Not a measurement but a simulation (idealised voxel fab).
Process module in this document: voxel capacitor over wiring
cross-section cut | 270 nm wide | cells 5 nm
In what follows, cross-sections appear as grids of square cells, described through bands that run from the top down, where every band is one or more rows of cells.
Per band: top height and bottom height in nm, followed by the left-to-right materials and their widths in nm; "everywhere" marks a single material spanning edge to edge, "empty" marks empty space.
Ref level 0: as-received wafer is one material below here. Bottom band extends down with no lower bound ("z 0 and below").
Quick explanation for "30->40": the width changes in equal steps down the rows of cells, from the first number in the band's top row to the second number in its bottom row.
The designation "nothing was modified", where it is given for a processing step, indicates that no cell of the cross-section was altered in the course of that step.
Heads up: "Enclosed voids" only lists the empty pockets with no open path to the top that are 8 cells or more, and it writes them as width x height at distance, distance from the left edge, in nm.
Read whatever lies past the settings on a step's line as the simulator's own remark about the step.
"overlay nm" answers the question of how far to the right of plan the mask lay on a step that has a mask, and when it is negative the answer is to the left.
## Here's what the planned process steps look like
1. RECEIVE [material Si]
2. CONFORMAL_DEP [material SiO2] [thk nm 10]
3. CONFORMAL_DEP [material SiN] [thk nm 5]
4. DIRECTIONAL_DEP [material SiO2] [thk nm 20]
5. MASKED_ETCH [tone open] [mask id METAL_1] [width nm 20] [pitch nm 85] [etch materials SiO2] [depth nm 20] [overlay nm 0]
6. MASKED_ETCH [tone open] [mask id METAL_1] [width nm 20] [pitch nm 85] [etch materials SiN] [depth nm 5] [overlay nm 0]
7. CONFORMAL_DEP [material TiN] [thk nm 5]
8. FILL_DEP [material Cu] [thk nm 10]
9. CMP [height nm 35]
10. CONFORMAL_DEP [material SiCN] [thk nm 5]
11. DIRECTIONAL_DEP [material lowk] [thk nm 20]
12. DIRECTIONAL_DEP [material aC] [thk nm 15]
13. PATTERN [tone open] [mask id PLUG_1] [material resist] [width nm 15] [thk nm 35] [overlay nm 0]
14. DIRECTIONAL_ETCH [etch materials aC] [depth nm 15]
15. STRIP [etch materials resist]
16. DIRECTIONAL_ETCH [etch materials lowk] [depth nm 20]
17. DIRECTIONAL_ETCH [etch materials SiCN] [depth nm 5]
18. STRIP [etch materials aC]
19. CONFORMAL_DEP [material TiN] [thk nm 5]
20. FILL_DEP [material Ru] [thk nm 5]
21. CMP [height nm 60]
22. DIRECTIONAL_DEP [material TiN] [thk nm 10]
23. DIRECTIONAL_DEP [material HfO2] [thk nm 5]
24. DIRECTIONAL_DEP [material TiN] [thk nm 5]
25. DIRECTIONAL_DEP [material aC] [thk nm 5]
26. PATTERN [tone cover] [mask id UPPER_PLATE] [material resist] [width nm 70] [thk nm 25] [overlay nm 0]
27. DIRECTIONAL_ETCH [etch materials aC] [depth nm 10]
28. STRIP [etch materials resist]
29. DIRECTIONAL_ETCH [etch materials TiN] [depth nm 5]
30. DIRECTIONAL_ETCH [etch materials HfO2] [depth nm 5]
31. STRIP [etch materials aC]
32. DIRECTIONAL_DEP [material aC] [thk nm 15]
33. PATTERN [tone cover] [mask id LOWER_PLATE] [material resist] [width nm 80] [thk nm 30] [overlay nm 0]
34. DIRECTIONAL_ETCH [etch materials aC] [depth nm 15]
35. STRIP [etch materials resist]
36. DIRECTIONAL_ETCH [etch materials TiN] [depth nm 10]
37. STRIP [etch materials aC]
38. FILL_DEP [material SiO2] [thk nm 20]
39. CMP [height nm 95]
40. PATTERN [tone open] [mask id PLUG_2] [material resist] [width nm 15] [thk nm 15] [overlay nm 0]
41. DIRECTIONAL_ETCH [etch materials SiO2] [depth nm 15]
42. STRIP [etch materials resist]
43. CONFORMAL_DEP [material TiN] [thk nm 5]
44. FILL_DEP [material Cu] [thk nm 10]
45. CMP [height nm 95]
46. CONFORMAL_DEP [material SiCN] [thk nm 5]
It is noted that the wafers described herein are identical at the outset and are distinguished by the thk nm of step 25; the value stated in the plan corresponds to the first wafer.
## Here's the first of the wafers in cross-section, just as we got it, i.e. after step 1
    z 0 and below: Si everywhere
    Enclosed voids: none
## Here is the cross-section of the first of several wafers at the end of the module, after its last step, step 46
    z 100 to 95: SiCN everywhere
    z 95 to 85: 95 nm SiO2; 5 nm TiN; 5 nm Cu; 5 nm TiN; 160 nm SiO2
    z 85 to 75: 95->85 nm SiO2; 15->70 nm TiN; 160->115 nm SiO2
    z 75 to 70: 85 nm SiO2; 70 nm HfO2; 115 nm SiO2
    z 70 to 60: 80 nm SiO2; 80 nm TiN; 110 nm SiO2
    z 60 to 40: 85 nm lowk; 5 nm TiN; 5 nm Ru; 5 nm TiN; 170 nm lowk
    z 40 to 35: 85 nm SiCN; 15 nm TiN; 170 nm SiCN
    z 35 to 15: 80 nm SiO2; 5 nm TiN; 10 nm Cu; 5 nm TiN; 65 nm SiO2; 5 nm TiN; 10 nm Cu; 5 nm TiN; 85 nm SiO2
    z 15 to 10: 80 nm SiN; 20 nm TiN; 65 nm SiN; 20 nm TiN; 85 nm SiN
    z 10 to 0: SiO2 everywhere
    z 0 and below: Si everywhere
    Enclosed voids: none
## Here we cross-sectioned the last of the wafers once the module was done
    z 100 to 95: SiCN everywhere
    z 95 to 85: 95 nm SiO2; 5 nm TiN; 5 nm Cu; 5 nm TiN; 160 nm SiO2
    z 85 to 75: 95->80 nm SiO2; 15->80 nm TiN; 160->110 nm SiO2
    z 75 to 70: HfO2 everywhere
    z 70 to 60: TiN everywhere
    z 60 to 40: 85 nm lowk; 5 nm TiN; 5 nm Ru; 5 nm TiN; 170 nm lowk
    z 40 to 35: 85 nm SiCN; 15 nm TiN; 170 nm SiCN
    z 35 to 15: 80 nm SiO2; 5 nm TiN; 10 nm Cu; 5 nm TiN; 65 nm SiO2; 5 nm TiN; 10 nm Cu; 5 nm TiN; 85 nm SiO2
    z 15 to 10: 80 nm SiN; 20 nm TiN; 65 nm SiN; 20 nm TiN; 85 nm SiN
    z 10 to 0: SiO2 everywhere
    z 0 and below: Si everywhere
    Enclosed voids: none
## Per wafer (row), end of module: delta in cells per material since receipt, (+) for gained, (-) for lost; closed voids after that
thk nm 5 | +18 Cu | +14 HfO2 | +4 Ru | +105 SiCN | +46 SiN | +601 SiO2 | +88 TiN | +204 lowk | Enclosed voids: none
thk nm 10 | +18 Cu | +14 HfO2 | +4 Ru | +105 SiCN | +46 SiN | +601 SiO2 | +88 TiN | +204 lowk | Enclosed voids: none
thk nm 15 | +18 Cu | +54 HfO2 | +4 Ru | +105 SiCN | +46 SiN | +483 SiO2 | +166 TiN | +204 lowk | Enclosed voids: none
thk nm 20 | +18 Cu | +54 HfO2 | +4 Ru | +105 SiCN | +46 SiN | +483 SiO2 | +166 TiN | +204 lowk | Enclosed voids: none
thk nm 25 | +18 Cu | +54 HfO2 | +4 Ru | +105 SiCN | +46 SiN | +483 SiO2 | +166 TiN | +204 lowk | Enclosed voids: none
